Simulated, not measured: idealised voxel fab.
process module | voxel fin reveal
cross-section cut | 290 nm wide | cells 5 nm
A cross-section is a grid of square cells, given in bands from the top down. A band is one or more rows of cells.
Each band's line starts with the height of the band's top and of its bottom, in nm. Then come its materials from left to right, each with its width in nm. One material with "throughout" fills the band from edge to edge. "air" is empty space.
Height 0 is the level under which the wafer as received is all one material. The lowest band goes on downwards, as in "0 down".
A width such as "30 to 40" changes by the same amount from each row of cells to the next, from the band's top row to its bottom row.
"no change" after a step means that no cell of the cross-section changed.
closed voids: empty space of 8 cells or more with no open way to the top, each as width x height at its distance from the left edge, in nm
after a step's settings: what the simulator itself notes on the step
overlay nm, on a step with a mask: how far to the right of its planned place the mask lay; to the left if negative
plan
1 op RECEIVE | material Si
2 op CONFORMAL_DEP | material SiN | thk nm 5
3 op DIRECTIONAL_DEP | material aC | thk nm 15
4 op PATTERN | tone cover | mask id FINS | material resist | width nm 15 | pitch nm 35 | thk nm 30 | overlay nm 0
5 op DIRECTIONAL_ETCH | etch materials aC | depth nm 15
6 op STRIP | etch materials resist
7 op DIRECTIONAL_ETCH | etch materials SiN | depth nm 5
8 op DIRECTIONAL_ETCH | etch materials Si | depth nm 35
9 op STRIP | etch materials aC
10 op OXIDIZE | depth nm 5
11 op FILL_DEP | material SiO2 | thk nm 15
12 op CMP | height nm 5
13 op SELECTIVE_ETCH | etch materials SiO2 | depth nm 25
14 op STRIP | etch materials SiN
15 op CONFORMAL_DEP | material SiO2 | thk nm 5
first wafer, as planned
as received, after step 1
  0 down: Si throughout
  closed voids: none
after step 2
  5 to 0: SiN throughout
  below 0: unchanged
after step 3
  20 to 5: aC throughout
  below 5: unchanged
after step 4
  50 to 20: air 85 | resist 15 | air 20 | resist 15 | air 20 | resist 15 | air 20 | resist 15 | air 85
  below 20: unchanged
after step 5
  35 to 20: air 85 | resist 15 | air 20 | resist 15 | air 20 | resist 15 | air 20 | resist 15 | air 85
  20 to 5: air 85 | aC 15 | air 20 | aC 15 | air 20 | aC 15 | air 20 | aC 15 | air 85
  below 5: unchanged
after step 6
  20 to 5: air 85 | aC 15 | air 20 | aC 15 | air 20 | aC 15 | air 20 | aC 15 | air 85
  below 5: unchanged
after step 7
  20 to 5: air 85 | aC 15 | air 20 | aC 15 | air 20 | aC 15 | air 20 | aC 15 | air 85
  5 to 0: air 85 | SiN 15 | air 20 | SiN 15 | air 20 | SiN 15 | air 20 | SiN 15 | air 85
  below 0: unchanged
after step 8
  20 to 5: air 85 | aC 15 | air 20 | aC 15 | air 20 | aC 15 | air 20 | aC 15 | air 85
  5 to 0: air 85 | SiN 15 | air 20 | SiN 15 | air 20 | SiN 15 | air 20 | SiN 15 | air 85
  0 to -35: air 85 | Si 15 | air 20 | Si 15 | air 20 | Si 15 | air 20 | Si 15 | air 85
  below -35: unchanged
after step 9
  5 to 0: air 85 | SiN 15 | air 20 | SiN 15 | air 20 | SiN 15 | air 20 | SiN 15 | air 85
  below 0: unchanged
after step 10
  5 to 0: air 85 | SiN 15 | air 20 | SiN 15 | air 20 | SiN 15 | air 20 | SiN 15 | air 85
  0 to -35: air 85 | SiO2 5 | Si 5 | SiO2 5 | air 20 | SiO2 5 | Si 5 | SiO2 5 | air 20 | SiO2 5 | Si 5 | SiO2 5 | air 20 | SiO2 5 | Si 5 | SiO2 5 | air 85
  -35 to -40: SiO2 90 | Si 5 | SiO2 30 | Si 5 | SiO2 30 | Si 5 | SiO2 30 | Si 5 | SiO2 90
  below -40: unchanged
after step 11
  20 to 5: SiO2 throughout
  5 to 0: SiO2 85 | SiN 15 | SiO2 20 | SiN 15 | SiO2 20 | SiN 15 | SiO2 20 | SiN 15 | SiO2 85
  0 to -40: SiO2 90 | Si 5 | SiO2 30 | Si 5 | SiO2 30 | Si 5 | SiO2 30 | Si 5 | SiO2 90
  below -40: unchanged
after step 12
  5 to 0: SiO2 85 | SiN 15 | SiO2 20 | SiN 15 | SiO2 20 | SiN 15 | SiO2 20 | SiN 15 | SiO2 85
  below 0: unchanged
after step 13
  5 to 0: air 85 | SiN 15 | air 20 | SiN 15 | air 20 | SiN 15 | air 20 | SiN 15 | air 85
  0 to -20: air 90 | Si 5 | air 30 | Si 5 | air 30 | Si 5 | air 30 | Si 5 | air 90
  below -20: unchanged
after step 14
  0 to -20: air 90 | Si 5 | air 30 | Si 5 | air 30 | Si 5 | air 30 | Si 5 | air 90
  below -20: unchanged
after step 15
  5 to 0: air 85 | SiO2 15 | air 20 | SiO2 15 | air 20 | SiO2 15 | air 20 | SiO2 15 | air 85
  0 to -15: air 85 | SiO2 5 | Si 5 | SiO2 5 | air 20 | SiO2 5 | Si 5 | SiO2 5 | air 20 | SiO2 5 | Si 5 | SiO2 5 | air 20 | SiO2 5 | Si 5 | SiO2 5 | air 85
  -15 to -40: SiO2 90 | Si 5 | SiO2 30 | Si 5 | SiO2 30 | Si 5 | SiO2 30 | Si 5 | SiO2 90
  below -40: unchanged
second wafer: like start, like plan, one mistake. Through step 3 it matches the first wafer
when step 4 should have ended
  50 to 20: air 85 | resist 20 | air 15 | resist 20 | air 15 | resist 20 | air 15 | resist 20 | air 80
  below 20: unchanged
when step 5 should have ended
  35 to 20: air 85 | resist 20 | air 15 | resist 20 | air 15 | resist 20 | air 15 | resist 20 | air 80
  20 to 5: air 85 | aC 20 | air 15 | aC 20 | air 15 | aC 20 | air 15 | aC 20 | air 80
  below 5: unchanged
when step 6 should have ended
  20 to 5: air 85 | aC 20 | air 15 | aC 20 | air 15 | aC 20 | air 15 | aC 20 | air 80
  below 5: unchanged
when step 7 should have ended
  20 to 5: air 85 | aC 20 | air 15 | aC 20 | air 15 | aC 20 | air 15 | aC 20 | air 80
  5 to 0: air 85 | SiN 20 | air 15 | SiN 20 | air 15 | SiN 20 | air 15 | SiN 20 | air 80
  below 0: unchanged
when step 8 should have ended
  20 to 5: air 85 | aC 20 | air 15 | aC 20 | air 15 | aC 20 | air 15 | aC 20 | air 80
  5 to 0: air 85 | SiN 20 | air 15 | SiN 20 | air 15 | SiN 20 | air 15 | SiN 20 | air 80
  0 to -35: air 85 | Si 20 | air 15 | Si 20 | air 15 | Si 20 | air 15 | Si 20 | air 80
  below -35: unchanged
when step 9 should have ended
  5 to 0: air 85 | SiN 20 | air 15 | SiN 20 | air 15 | SiN 20 | air 15 | SiN 20 | air 80
  below 0: unchanged
when step 10 should have ended
  5 to 0: air 85 | SiN 20 | air 15 | SiN 20 | air 15 | SiN 20 | air 15 | SiN 20 | air 80
  0 to -35: air 85 | SiO2 5 | Si 10 | SiO2 5 | air 15 | SiO2 5 | Si 10 | SiO2 5 | air 15 | SiO2 5 | Si 10 | SiO2 5 | air 15 | SiO2 5 | Si 10 | SiO2 5 | air 80
  -35 to -40: SiO2 90 | Si 10 | SiO2 25 | Si 10 | SiO2 25 | Si 10 | SiO2 25 | Si 10 | SiO2 85
  below -40: unchanged
when step 11 should have ended
  20 to 5: SiO2 throughout
  5 to 0: SiO2 85 | SiN 20 | SiO2 15 | SiN 20 | SiO2 15 | SiN 20 | SiO2 15 | SiN 20 | SiO2 80
  0 to -40: SiO2 90 | Si 10 | SiO2 25 | Si 10 | SiO2 25 | Si 10 | SiO2 25 | Si 10 | SiO2 85
  below -40: unchanged
when step 12 should have ended
  5 to 0: SiO2 85 | SiN 20 | SiO2 15 | SiN 20 | SiO2 15 | SiN 20 | SiO2 15 | SiN 20 | SiO2 80
  below 0: unchanged
when step 13 should have ended
  5 to 0: air 85 | SiN 20 | air 15 | SiN 20 | air 15 | SiN 20 | air 15 | SiN 20 | air 80
  0 to -20: air 90 | Si 10 | air 25 | Si 10 | air 25 | Si 10 | air 25 | Si 10 | air 85
  below -20: unchanged
when step 14 should have ended
  0 to -20: air 90 | Si 10 | air 25 | Si 10 | air 25 | Si 10 | air 25 | Si 10 | air 85
  below -20: unchanged
when step 15 should have ended
  5 to 0: air 85 | SiO2 20 | air 15 | SiO2 20 | air 15 | SiO2 20 | air 15 | SiO2 20 | air 80
  0 to -15: air 85 | SiO2 5 | Si 10 | SiO2 5 | air 15 | SiO2 5 | Si 10 | SiO2 5 | air 15 | SiO2 5 | Si 10 | SiO2 5 | air 15 | SiO2 5 | Si 10 | SiO2 5 | air 80
  -15 to -40: SiO2 90 | Si 10 | SiO2 25 | Si 10 | SiO2 25 | Si 10 | SiO2 25 | Si 10 | SiO2 85
  below -40: unchanged
what went wrong: step 4 ran as: op PATTERN | tone cover | mask id FINS | material resist | width nm 20 | pitch nm 35 | thk nm 30 | overlay nm 0
at the end the second wafer has, in cells: 32 more of Si | 16 fewer of SiO2
